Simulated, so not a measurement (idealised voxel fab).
process module | voxel wiring stack
cross-section cut | 235 nm wide | cells 5 nm
A cross-section is a grid of square cells, given in bands from the top down. A band is one or more rows of cells.
Each band's line starts with the height of the band's top and of its bottom, in nm. Then come its materials from left to right, each with its width in nm. One material with "throughout" fills the band from edge to edge. "air" is empty space.
Height 0 is the level under which the wafer as received is all one material. The lowest band goes on downwards, as in "0 down".
A width such as "30 to 40" changes by the same amount from each row of cells to the next, from the band's top row to its bottom row.
"no change" after a step means that no cell of the cross-section changed.
closed voids: empty space of 8 cells or more with no open way to the top, each as width x height at its distance from the left edge, in nm
after a step's settings: what the simulator itself notes on the step
overlay nm, on a step with a mask: how far to the right of its planned place the mask lay; to the left if negative
plan
1 op RECEIVE | material Si
2 op CONFORMAL_DEP | material SiO2 | thk nm 10
3 op DIRECTIONAL_DEP | material TiN | thk nm 5
4 op DIRECTIONAL_DEP | material W | thk nm 15
5 op MASKED_ETCH | tone cover | mask id METAL_1 | width nm 20 | pitch nm 50 | etch materials W | depth nm 15 | overlay nm 0
6 op MASKED_ETCH | tone cover | mask id METAL_1 | width nm 20 | pitch nm 50 | etch materials TiN | depth nm 5 | overlay nm 0
7 op FILL_DEP | material SiO2 | thk nm 10
8 op CMP | height nm 30
9 op CONFORMAL_DEP | material SiCN | thk nm 5
10 op DIRECTIONAL_DEP | material lowk | thk nm 25
11 op MASKED_ETCH | tone open | mask id METAL_2 | width nm 20 | pitch nm 50 | etch materials lowk | depth nm 15 | overlay nm 0
12 op PATTERN | tone open | mask id METAL_2_HOLES | material resist | width nm 15 | pitch nm 50 | thk nm 15 | overlay nm 0
13 op DIRECTIONAL_ETCH | etch materials lowk | depth nm 10
14 op DIRECTIONAL_ETCH | etch materials SiCN | depth nm 5
15 op STRIP | etch materials resist
16 op CONFORMAL_DEP | material TiN | thk nm 5
17 op FILL_DEP | material Ru | thk nm 5
18 op CMP | height nm 60
19 op CONFORMAL_DEP | material SiCN | thk nm 5
20 op DIRECTIONAL_DEP | material SiO2 | thk nm 20
21 op MASKED_ETCH | tone open | mask id PLUG_2 | width nm 15 | pitch nm 100 | etch materials SiO2 | depth nm 20 | overlay nm 0
22 op MASKED_ETCH | tone open | mask id PLUG_2 | width nm 15 | pitch nm 100 | etch materials SiCN | depth nm 5 | overlay nm 0
23 op CONFORMAL_DEP | material TiN | thk nm 5
24 op FILL_DEP | material Cu | thk nm 5
25 op CMP | height nm 85
26 op CONFORMAL_DEP | material SiN | thk nm 5
27 op DIRECTIONAL_DEP | material lowk | thk nm 20
28 op DIRECTIONAL_DEP | material aC | thk nm 10
29 op PATTERN | tone open | mask id METAL_3 | material resist | width nm 20 | pitch nm 50 | thk nm 30 | overlay nm 0
30 op DIRECTIONAL_ETCH | etch materials aC | depth nm 10
31 op STRIP | etch materials resist
32 op DIRECTIONAL_ETCH | etch materials lowk | depth nm 20
33 op DIRECTIONAL_ETCH | etch materials SiN | depth nm 5
34 op STRIP | etch materials aC
35 op CONFORMAL_DEP | material TiN | thk nm 5
36 op FILL_DEP | material Cu | thk nm 5
37 op CMP | height nm 110
38 op EPI | material Ru | thk nm 5
39 op FILL_DEP | material SiCN | thk nm 5
first wafer, as planned
as received, after step 1
  0 down: Si throughout
  closed voids: none
after step 2
  10 to 0: SiO2 throughout
  below 0: unchanged
after step 3
  15 to 10: TiN throughout
  below 10: unchanged
after step 4
  30 to 15: W throughout
  below 15: unchanged
after step 5
  30 to 15: air 30 | W 20 | air 30 | W 20 | air 30 | W 20 | air 30 | W 20 | air 35
  below 15: unchanged
after step 6
  30 to 15: air 30 | W 20 | air 30 | W 20 | air 30 | W 20 | air 30 | W 20 | air 35
  15 to 10: air 30 | TiN 20 | air 30 | TiN 20 | air 30 | TiN 20 | air 30 | TiN 20 | air 35
  below 10: unchanged
after step 7
  40 to 30: SiO2 throughout
  30 to 15: SiO2 30 | W 20 | SiO2 30 | W 20 | SiO2 30 | W 20 | SiO2 30 | W 20 | SiO2 35
  15 to 10: SiO2 30 | TiN 20 | SiO2 30 | TiN 20 | SiO2 30 | TiN 20 | SiO2 30 | TiN 20 | SiO2 35
  below 10: unchanged
after step 8
  30 to 15: SiO2 30 | W 20 | SiO2 30 | W 20 | SiO2 30 | W 20 | SiO2 30 | W 20 | SiO2 35
  below 15: unchanged
after step 9
  35 to 30: SiCN throughout
  below 30: unchanged
after step 10
  60 to 35: lowk throughout
  below 35: unchanged
after step 11
  60 to 45: lowk 30 | air 20 | lowk 30 | air 20 | lowk 30 | air 20 | lowk 30 | air 20 | lowk 35
  below 45: unchanged
after step 12
  75 to 60: resist 30 | air 15 | resist 35 | air 15 | resist 35 | air 15 | resist 35 | air 15 | resist 40
  60 to 45: lowk 30 | air 15 | resist 5 | lowk 30 | air 15 | resist 5 | lowk 30 | air 15 | resist 5 | lowk 30 | air 15 | resist 5 | lowk 35
  below 45: unchanged
after step 13
  75 to 60: resist 30 | air 15 | resist 35 | air 15 | resist 35 | air 15 | resist 35 | air 15 | resist 40
  60 to 45: lowk 30 | air 15 | resist 5 | lowk 30 | air 15 | resist 5 | lowk 30 | air 15 | resist 5 | lowk 30 | air 15 | resist 5 | lowk 35
  45 to 35: lowk 30 | air 15 | lowk 35 | air 15 | lowk 35 | air 15 | lowk 35 | air 15 | lowk 40
  below 35: unchanged
after step 14
  75 to 60: resist 30 | air 15 | resist 35 | air 15 | resist 35 | air 15 | resist 35 | air 15 | resist 40
  60 to 45: lowk 30 | air 15 | resist 5 | lowk 30 | air 15 | resist 5 | lowk 30 | air 15 | resist 5 | lowk 30 | air 15 | resist 5 | lowk 35
  45 to 35: lowk 30 | air 15 | lowk 35 | air 15 | lowk 35 | air 15 | lowk 35 | air 15 | lowk 40
  35 to 30: SiCN 30 | air 15 | SiCN 35 | air 15 | SiCN 35 | air 15 | SiCN 35 | air 15 | SiCN 40
  below 30: unchanged
after step 15
  60 to 45: lowk 30 | air 20 | lowk 30 | air 20 | lowk 30 | air 20 | lowk 30 | air 20 | lowk 35
  below 45: unchanged
after step 16
  65 to 60: TiN 35 | air 10 | TiN 40 | air 10 | TiN 40 | air 10 | TiN 40 | air 10 | TiN 40
  60 to 50: lowk 30 | TiN 5 | air 10 | TiN 5 | lowk 30 | TiN 5 | air 10 | TiN 5 | lowk 30 | TiN 5 | air 10 | TiN 5 | lowk 30 | TiN 5 | air 10 | TiN 5 | lowk 35
  50 to 45: lowk 30 | TiN 5 | air 5 | TiN 10 | lowk 30 | TiN 5 | air 5 | TiN 10 | lowk 30 | TiN 5 | air 5 | TiN 10 | lowk 30 | TiN 5 | air 5 | TiN 10 | lowk 35
  45 to 35: lowk 30 | TiN 5 | air 5 | TiN 5 | lowk 35 | TiN 5 | air 5 | TiN 5 | lowk 35 | TiN 5 | air 5 | TiN 5 | lowk 35 | TiN 5 | air 5 | TiN 5 | lowk 40
  35 to 30: SiCN 30 | TiN 15 | SiCN 35 | TiN 15 | SiCN 35 | TiN 15 | SiCN 35 | TiN 15 | SiCN 40
  below 30: unchanged
after step 17
  70 to 65: Ru throughout
  65 to 60: TiN 35 | Ru 10 | TiN 40 | Ru 10 | TiN 40 | Ru 10 | TiN 40 | Ru 10 | TiN 40
  60 to 50: lowk 30 | TiN 5 | Ru 10 | TiN 5 | lowk 30 | TiN 5 | Ru 10 | TiN 5 | lowk 30 | TiN 5 | Ru 10 | TiN 5 | lowk 30 | TiN 5 | Ru 10 | TiN 5 | lowk 35
  50 to 45: lowk 30 | TiN 5 | Ru 5 | TiN 10 | lowk 30 | TiN 5 | Ru 5 | TiN 10 | lowk 30 | TiN 5 | Ru 5 | TiN 10 | lowk 30 | TiN 5 | Ru 5 | TiN 10 | lowk 35
  45 to 35: lowk 30 | TiN 5 | Ru 5 | TiN 5 | lowk 35 | TiN 5 | Ru 5 | TiN 5 | lowk 35 | TiN 5 | Ru 5 | TiN 5 | lowk 35 | TiN 5 | Ru 5 | TiN 5 | lowk 40
  below 35: unchanged
after step 18
  60 to 50: lowk 30 | TiN 5 | Ru 10 | TiN 5 | lowk 30 | TiN 5 | Ru 10 | TiN 5 | lowk 30 | TiN 5 | Ru 10 | TiN 5 | lowk 30 | TiN 5 | Ru 10 | TiN 5 | lowk 35
  below 50: unchanged
after step 19
  65 to 60: SiCN throughout
  below 60: unchanged
after step 20
  85 to 65: SiO2 throughout
  below 65: unchanged
after step 21
  85 to 65: SiO2 30 | air 15 | SiO2 85 | air 15 | SiO2 90
  below 65: unchanged
after step 22
  85 to 65: SiO2 30 | air 15 | SiO2 85 | air 15 | SiO2 90
  65 to 60: SiCN 30 | air 15 | SiCN 85 | air 15 | SiCN 90
  below 60: unchanged
after step 23
  90 to 85: TiN 35 | air 5 | TiN 95 | air 5 | TiN 95
  85 to 65: SiO2 30 | TiN 5 | air 5 | TiN 5 | SiO2 85 | TiN 5 | air 5 | TiN 5 | SiO2 90
  65 to 60: SiCN 30 | TiN 15 | SiCN 85 | TiN 15 | SiCN 90
  below 60: unchanged
after step 24
  95 to 90: Cu throughout
  90 to 85: TiN 35 | Cu 5 | TiN 95 | Cu 5 | TiN 95
  85 to 65: SiO2 30 | TiN 5 | Cu 5 | TiN 5 | SiO2 85 | TiN 5 | Cu 5 | TiN 5 | SiO2 90
  below 65: unchanged
after step 25
  85 to 65: SiO2 30 | TiN 5 | Cu 5 | TiN 5 | SiO2 85 | TiN 5 | Cu 5 | TiN 5 | SiO2 90
  below 65: unchanged
after step 26
  90 to 85: SiN throughout
  below 85: unchanged
after step 27
  110 to 90: lowk throughout
  below 90: unchanged
after step 28
  120 to 110: aC throughout
  below 110: unchanged
after step 29
  150 to 120: resist 30 | air 20 | resist 30 | air 20 | resist 30 | air 20 | resist 30 | air 20 | resist 35
  below 120: unchanged
after step 30
  140 to 120: resist 30 | air 20 | resist 30 | air 20 | resist 30 | air 20 | resist 30 | air 20 | resist 35
  120 to 110: aC 30 | air 20 | aC 30 | air 20 | aC 30 | air 20 | aC 30 | air 20 | aC 35
  below 110: unchanged
after step 31
  120 to 110: aC 30 | air 20 | aC 30 | air 20 | aC 30 | air 20 | aC 30 | air 20 | aC 35
  below 110: unchanged
after step 32
  120 to 110: aC 30 | air 20 | aC 30 | air 20 | aC 30 | air 20 | aC 30 | air 20 | aC 35
  110 to 90: lowk 30 | air 20 | lowk 30 | air 20 | lowk 30 | air 20 | lowk 30 | air 20 | lowk 35
  below 90: unchanged
after step 33
  120 to 110: aC 30 | air 20 | aC 30 | air 20 | aC 30 | air 20 | aC 30 | air 20 | aC 35
  110 to 90: lowk 30 | air 20 | lowk 30 | air 20 | lowk 30 | air 20 | lowk 30 | air 20 | lowk 35
  90 to 85: SiN 30 | air 20 | SiN 30 | air 20 | SiN 30 | air 20 | SiN 30 | air 20 | SiN 35
  below 85: unchanged
after step 34
  110 to 90: lowk 30 | air 20 | lowk 30 | air 20 | lowk 30 | air 20 | lowk 30 | air 20 | lowk 35
  below 90: unchanged
after step 35
  115 to 110: TiN 35 | air 10 | TiN 40 | air 10 | TiN 40 | air 10 | TiN 40 | air 10 | TiN 40
  110 to 90: lowk 30 | TiN 5 | air 10 | TiN 5 | lowk 30 | TiN 5 | air 10 | TiN 5 | lowk 30 | TiN 5 | air 10 | TiN 5 | lowk 30 | TiN 5 | air 10 | TiN 5 | lowk 35
  90 to 85: SiN 30 | TiN 20 | SiN 30 | TiN 20 | SiN 30 | TiN 20 | SiN 30 | TiN 20 | SiN 35
  below 85: unchanged
after step 36
  120 to 115: Cu throughout
  115 to 110: TiN 35 | Cu 10 | TiN 40 | Cu 10 | TiN 40 | Cu 10 | TiN 40 | Cu 10 | TiN 40
  110 to 90: lowk 30 | TiN 5 | Cu 10 | TiN 5 | lowk 30 | TiN 5 | Cu 10 | TiN 5 | lowk 30 | TiN 5 | Cu 10 | TiN 5 | lowk 30 | TiN 5 | Cu 10 | TiN 5 | lowk 35
  below 90: unchanged
after step 37
  110 to 90: lowk 30 | TiN 5 | Cu 10 | TiN 5 | lowk 30 | TiN 5 | Cu 10 | TiN 5 | lowk 30 | TiN 5 | Cu 10 | TiN 5 | lowk 30 | TiN 5 | Cu 10 | TiN 5 | lowk 35
  below 90: unchanged
after step 38
  115 to 110: air 25 | Ru 30 | air 20 | Ru 30 | air 20 | Ru 30 | air 20 | Ru 30 | air 30
  below 110: unchanged
after step 39
  120 to 115: SiCN throughout
  115 to 110: SiCN 25 | Ru 30 | SiCN 20 | Ru 30 | SiCN 20 | Ru 30 | SiCN 20 | Ru 30 | SiCN 30
  below 110: unchanged
second wafer: like start, like plan, one mistake. Through step 6 it matches the first wafer
when step 7 should have ended
  40 to 30: Ru throughout
  30 to 15: Ru 30 | W 20 | Ru 30 | W 20 | Ru 30 | W 20 | Ru 30 | W 20 | Ru 35
  15 to 10: Ru 30 | TiN 20 | Ru 30 | TiN 20 | Ru 30 | TiN 20 | Ru 30 | TiN 20 | Ru 35
  below 10: unchanged
when step 8 should have ended
  30 to 15: Ru 30 | W 20 | Ru 30 | W 20 | Ru 30 | W 20 | Ru 30 | W 20 | Ru 35
  below 15: unchanged
when step 9 should have ended
  35 to 30: SiCN throughout
  below 30: unchanged
when step 10 should have ended
  60 to 35: lowk throughout
  below 35: unchanged
when step 11 should have ended
  60 to 45: lowk 30 | air 20 | lowk 30 | air 20 | lowk 30 | air 20 | lowk 30 | air 20 | lowk 35
  below 45: unchanged
when step 12 should have ended
  75 to 60: resist 30 | air 15 | resist 35 | air 15 | resist 35 | air 15 | resist 35 | air 15 | resist 40
  60 to 45: lowk 30 | air 15 | resist 5 | lowk 30 | air 15 | resist 5 | lowk 30 | air 15 | resist 5 | lowk 30 | air 15 | resist 5 | lowk 35
  below 45: unchanged
when step 13 should have ended
  75 to 60: resist 30 | air 15 | resist 35 | air 15 | resist 35 | air 15 | resist 35 | air 15 | resist 40
  60 to 45: lowk 30 | air 15 | resist 5 | lowk 30 | air 15 | resist 5 | lowk 30 | air 15 | resist 5 | lowk 30 | air 15 | resist 5 | lowk 35
  45 to 35: lowk 30 | air 15 | lowk 35 | air 15 | lowk 35 | air 15 | lowk 35 | air 15 | lowk 40
  below 35: unchanged
when step 14 should have ended
  75 to 60: resist 30 | air 15 | resist 35 | air 15 | resist 35 | air 15 | resist 35 | air 15 | resist 40
  60 to 45: lowk 30 | air 15 | resist 5 | lowk 30 | air 15 | resist 5 | lowk 30 | air 15 | resist 5 | lowk 30 | air 15 | resist 5 | lowk 35
  45 to 35: lowk 30 | air 15 | lowk 35 | air 15 | lowk 35 | air 15 | lowk 35 | air 15 | lowk 40
  35 to 30: SiCN 30 | air 15 | SiCN 35 | air 15 | SiCN 35 | air 15 | SiCN 35 | air 15 | SiCN 40
  below 30: unchanged
when step 15 should have ended
  60 to 45: lowk 30 | air 20 | lowk 30 | air 20 | lowk 30 | air 20 | lowk 30 | air 20 | lowk 35
  below 45: unchanged
when step 16 should have ended
  65 to 60: TiN 35 | air 10 | TiN 40 | air 10 | TiN 40 | air 10 | TiN 40 | air 10 | TiN 40
  60 to 50: lowk 30 | TiN 5 | air 10 | TiN 5 | lowk 30 | TiN 5 | air 10 | TiN 5 | lowk 30 | TiN 5 | air 10 | TiN 5 | lowk 30 | TiN 5 | air 10 | TiN 5 | lowk 35
  50 to 45: lowk 30 | TiN 5 | air 5 | TiN 10 | lowk 30 | TiN 5 | air 5 | TiN 10 | lowk 30 | TiN 5 | air 5 | TiN 10 | lowk 30 | TiN 5 | air 5 | TiN 10 | lowk 35
  45 to 35: lowk 30 | TiN 5 | air 5 | TiN 5 | lowk 35 | TiN 5 | air 5 | TiN 5 | lowk 35 | TiN 5 | air 5 | TiN 5 | lowk 35 | TiN 5 | air 5 | TiN 5 | lowk 40
  35 to 30: SiCN 30 | TiN 15 | SiCN 35 | TiN 15 | SiCN 35 | TiN 15 | SiCN 35 | TiN 15 | SiCN 40
  below 30: unchanged
when step 17 should have ended
  70 to 65: Ru throughout
  65 to 60: TiN 35 | Ru 10 | TiN 40 | Ru 10 | TiN 40 | Ru 10 | TiN 40 | Ru 10 | TiN 40
  60 to 50: lowk 30 | TiN 5 | Ru 10 | TiN 5 | lowk 30 | TiN 5 | Ru 10 | TiN 5 | lowk 30 | TiN 5 | Ru 10 | TiN 5 | lowk 30 | TiN 5 | Ru 10 | TiN 5 | lowk 35
  50 to 45: lowk 30 | TiN 5 | Ru 5 | TiN 10 | lowk 30 | TiN 5 | Ru 5 | TiN 10 | lowk 30 | TiN 5 | Ru 5 | TiN 10 | lowk 30 | TiN 5 | Ru 5 | TiN 10 | lowk 35
  45 to 35: lowk 30 | TiN 5 | Ru 5 | TiN 5 | lowk 35 | TiN 5 | Ru 5 | TiN 5 | lowk 35 | TiN 5 | Ru 5 | TiN 5 | lowk 35 | TiN 5 | Ru 5 | TiN 5 | lowk 40
  below 35: unchanged
when step 18 should have ended
  60 to 50: lowk 30 | TiN 5 | Ru 10 | TiN 5 | lowk 30 | TiN 5 | Ru 10 | TiN 5 | lowk 30 | TiN 5 | Ru 10 | TiN 5 | lowk 30 | TiN 5 | Ru 10 | TiN 5 | lowk 35
  below 50: unchanged
when step 19 should have ended
  65 to 60: SiCN throughout
  below 60: unchanged
when step 20 should have ended
  85 to 65: SiO2 throughout
  below 65: unchanged
when step 21 should have ended
  85 to 65: SiO2 30 | air 15 | SiO2 85 | air 15 | SiO2 90
  below 65: unchanged
when step 22 should have ended
  85 to 65: SiO2 30 | air 15 | SiO2 85 | air 15 | SiO2 90
  65 to 60: SiCN 30 | air 15 | SiCN 85 | air 15 | SiCN 90
  below 60: unchanged
when step 23 should have ended
  90 to 85: TiN 35 | air 5 | TiN 95 | air 5 | TiN 95
  85 to 65: SiO2 30 | TiN 5 | air 5 | TiN 5 | SiO2 85 | TiN 5 | air 5 | TiN 5 | SiO2 90
  65 to 60: SiCN 30 | TiN 15 | SiCN 85 | TiN 15 | SiCN 90
  below 60: unchanged
when step 24 should have ended
  95 to 90: Cu throughout
  90 to 85: TiN 35 | Cu 5 | TiN 95 | Cu 5 | TiN 95
  85 to 65: SiO2 30 | TiN 5 | Cu 5 | TiN 5 | SiO2 85 | TiN 5 | Cu 5 | TiN 5 | SiO2 90
  below 65: unchanged
when step 25 should have ended
  85 to 65: SiO2 30 | TiN 5 | Cu 5 | TiN 5 | SiO2 85 | TiN 5 | Cu 5 | TiN 5 | SiO2 90
  below 65: unchanged
when step 26 should have ended
  90 to 85: SiN throughout
  below 85: unchanged
when step 27 should have ended
  110 to 90: lowk throughout
  below 90: unchanged
when step 28 should have ended
  120 to 110: aC throughout
  below 110: unchanged
when step 29 should have ended
  150 to 120: resist 30 | air 20 | resist 30 | air 20 | resist 30 | air 20 | resist 30 | air 20 | resist 35
  below 120: unchanged
when step 30 should have ended
  140 to 120: resist 30 | air 20 | resist 30 | air 20 | resist 30 | air 20 | resist 30 | air 20 | resist 35
  120 to 110: aC 30 | air 20 | aC 30 | air 20 | aC 30 | air 20 | aC 30 | air 20 | aC 35
  below 110: unchanged
when step 31 should have ended
  120 to 110: aC 30 | air 20 | aC 30 | air 20 | aC 30 | air 20 | aC 30 | air 20 | aC 35
  below 110: unchanged
when step 32 should have ended
  120 to 110: aC 30 | air 20 | aC 30 | air 20 | aC 30 | air 20 | aC 30 | air 20 | aC 35
  110 to 90: lowk 30 | air 20 | lowk 30 | air 20 | lowk 30 | air 20 | lowk 30 | air 20 | lowk 35
  below 90: unchanged
when step 33 should have ended
  120 to 110: aC 30 | air 20 | aC 30 | air 20 | aC 30 | air 20 | aC 30 | air 20 | aC 35
  110 to 90: lowk 30 | air 20 | lowk 30 | air 20 | lowk 30 | air 20 | lowk 30 | air 20 | lowk 35
  90 to 85: SiN 30 | air 20 | SiN 30 | air 20 | SiN 30 | air 20 | SiN 30 | air 20 | SiN 35
  below 85: unchanged
when step 34 should have ended
  110 to 90: lowk 30 | air 20 | lowk 30 | air 20 | lowk 30 | air 20 | lowk 30 | air 20 | lowk 35
  below 90: unchanged
when step 35 should have ended
  115 to 110: TiN 35 | air 10 | TiN 40 | air 10 | TiN 40 | air 10 | TiN 40 | air 10 | TiN 40
  110 to 90: lowk 30 | TiN 5 | air 10 | TiN 5 | lowk 30 | TiN 5 | air 10 | TiN 5 | lowk 30 | TiN 5 | air 10 | TiN 5 | lowk 30 | TiN 5 | air 10 | TiN 5 | lowk 35
  90 to 85: SiN 30 | TiN 20 | SiN 30 | TiN 20 | SiN 30 | TiN 20 | SiN 30 | TiN 20 | SiN 35
  below 85: unchanged
when step 36 should have ended
  120 to 115: Cu throughout
  115 to 110: TiN 35 | Cu 10 | TiN 40 | Cu 10 | TiN 40 | Cu 10 | TiN 40 | Cu 10 | TiN 40
  110 to 90: lowk 30 | TiN 5 | Cu 10 | TiN 5 | lowk 30 | TiN 5 | Cu 10 | TiN 5 | lowk 30 | TiN 5 | Cu 10 | TiN 5 | lowk 30 | TiN 5 | Cu 10 | TiN 5 | lowk 35
  below 90: unchanged
when step 37 should have ended
  110 to 90: lowk 30 | TiN 5 | Cu 10 | TiN 5 | lowk 30 | TiN 5 | Cu 10 | TiN 5 | lowk 30 | TiN 5 | Cu 10 | TiN 5 | lowk 30 | TiN 5 | Cu 10 | TiN 5 | lowk 35
  below 90: unchanged
when step 38 should have ended
  115 to 110: air 25 | Ru 30 | air 20 | Ru 30 | air 20 | Ru 30 | air 20 | Ru 30 | air 30
  below 110: unchanged
when step 39 should have ended
  120 to 115: SiCN throughout
  115 to 110: SiCN 25 | Ru 30 | SiCN 20 | Ru 30 | SiCN 20 | Ru 30 | SiCN 20 | Ru 30 | SiCN 30
  below 110: unchanged
what went wrong: step 7 ran as: op FILL_DEP | material Ru | thk nm 10
at the end the second wafer has, in cells: 124 more of Ru | 124 fewer of SiO2
